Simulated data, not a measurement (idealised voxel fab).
process module | voxel transistor to metal
cross-section cut | 140 nm wide | cells 5 nm
A cross-section is a grid of square cells, given in bands from the top down. A band is one or more rows of cells.
Each band's line starts with the height of the band's top and of its bottom, in nm. Then come its materials from left to right, each with its width in nm. One material with "throughout" fills the band from edge to edge. "air" is empty space.
Height 0 is the level under which the wafer as received is all one material. The lowest band goes on downwards, as in "0 down".
A width such as "30 to 40" changes by the same amount from each row of cells to the next, from the band's top row to its bottom row.
"no change" after a step means that no cell of the cross-section changed.
closed voids: empty space of 8 cells or more with no open way to the top, each as width x height at its distance from the left edge, in nm
after a step's settings: what the simulator itself notes on the step
overlay nm, on a step with a mask: how far to the right of its planned place the mask lay; to the left if negative
plan
1 op RECEIVE | material Si
2 op OXIDIZE | depth nm 5
3 op CONFORMAL_DEP | material SiN | thk nm 15
4 op DIRECTIONAL_DEP | material aC | thk nm 15
5 op PATTERN | tone cover | mask id ACTIVE | material resist | width nm 105 | thk nm 30 | overlay nm 0
6 op DIRECTIONAL_ETCH | etch materials aC | depth nm 15
7 op STRIP | etch materials resist
8 op DIRECTIONAL_ETCH | etch materials SiN | depth nm 15
9 op DIRECTIONAL_ETCH | etch materials SiO2 | depth nm 5
10 op DIRECTIONAL_ETCH | etch materials Si | depth nm 20
11 op STRIP | etch materials aC
12 op OXIDIZE | depth nm 5
13 op FILL_DEP | material SiO2 | thk nm 5
14 op CMP | height nm 15
15 op SELECTIVE_ETCH | etch materials SiO2 | depth nm 10
16 op STRIP | etch materials SiN
17 op SELECTIVE_ETCH | etch materials SiO2 | depth nm 5
18 op OXIDIZE | depth nm 5
19 op DIRECTIONAL_DEP | material polySi | thk nm 30
20 op DIRECTIONAL_DEP | material SiCN | thk nm 15
21 op PATTERN | tone cover | mask id GATE | material resist | width nm 25 | thk nm 20 | overlay nm 0
22 op DIRECTIONAL_ETCH | etch materials SiCN | depth nm 25
23 op DIRECTIONAL_ETCH | etch materials polySi | depth nm 40
24 op STRIP | etch materials resist
25 op CONFORMAL_DEP | material SiN | thk nm 5
26 op DIRECTIONAL_ETCH | etch materials SiN | depth nm 5
27 op DIRECTIONAL_ETCH | etch materials SiO2 | depth nm 5
28 op DIRECTIONAL_ETCH | etch materials Si | depth nm 15
29 op EPI | material nSi | thk nm 15
30 op FILL_DEP | material SiO2 | thk nm 5
31 op CMP | height nm 40
32 op DIRECTIONAL_DEP | material SiO2 | thk nm 10
33 op MASKED_ETCH | tone open | mask id CONTACT | width nm 20 | pitch nm 75 | etch materials SiO2 | depth nm 60 | overlay nm 0
34 op CONFORMAL_DEP | material TiN | thk nm 5
35 op FILL_DEP | material Ru | thk nm 5
36 op CMP | height nm 50
37 op DIRECTIONAL_DEP | material TiN | thk nm 5
38 op DIRECTIONAL_DEP | material Ru | thk nm 20
39 op DIRECTIONAL_DEP | material aC | thk nm 15
40 op PATTERN | tone cover | mask id METAL_1 | material resist | width nm 20 | pitch nm 75 | thk nm 35 | overlay nm 0
41 op DIRECTIONAL_ETCH | etch materials aC | depth nm 15
42 op STRIP | etch materials resist
43 op DIRECTIONAL_ETCH | etch materials Ru | depth nm 20
44 op DIRECTIONAL_ETCH | etch materials TiN | depth nm 5
45 op STRIP | etch materials aC
46 op CONFORMAL_DEP | material SiCN | thk nm 5
47 op FILL_DEP | material lowk | thk nm 10
48 op CMP | height nm 75
49 op CONFORMAL_DEP | material SiN | thk nm 5
varied across the wafers: thk nm of step 46. The plan shows the first wafer's value. All wafers start alike
first wafer as received, after step 1
  0 down: Si throughout
  closed voids: none
each wafer at the end: cells of each material gained (+) or lost (-) since it was received, then its closed voids
thk nm 5 | +70 Ru | -128 Si | +51 SiCN | +48 SiN | +199 SiO2 | +60 TiN | +64 lowk | +54 nSi | +30 polySi | closed voids: none
thk nm 10 | +70 Ru | -128 Si | +79 SiCN | +48 SiN | +199 SiO2 | +60 TiN | +36 lowk | +54 nSi | +30 polySi | closed voids: none
thk nm 15 | +70 Ru | -128 Si | +99 SiCN | +48 SiN | +199 SiO2 | +60 TiN | +16 lowk | +54 nSi | +30 polySi | closed voids: none
thk nm 20 | +70 Ru | -128 Si | +111 SiCN | +48 SiN | +199 SiO2 | +60 TiN | +4 lowk | +54 nSi | +30 polySi | closed voids: none
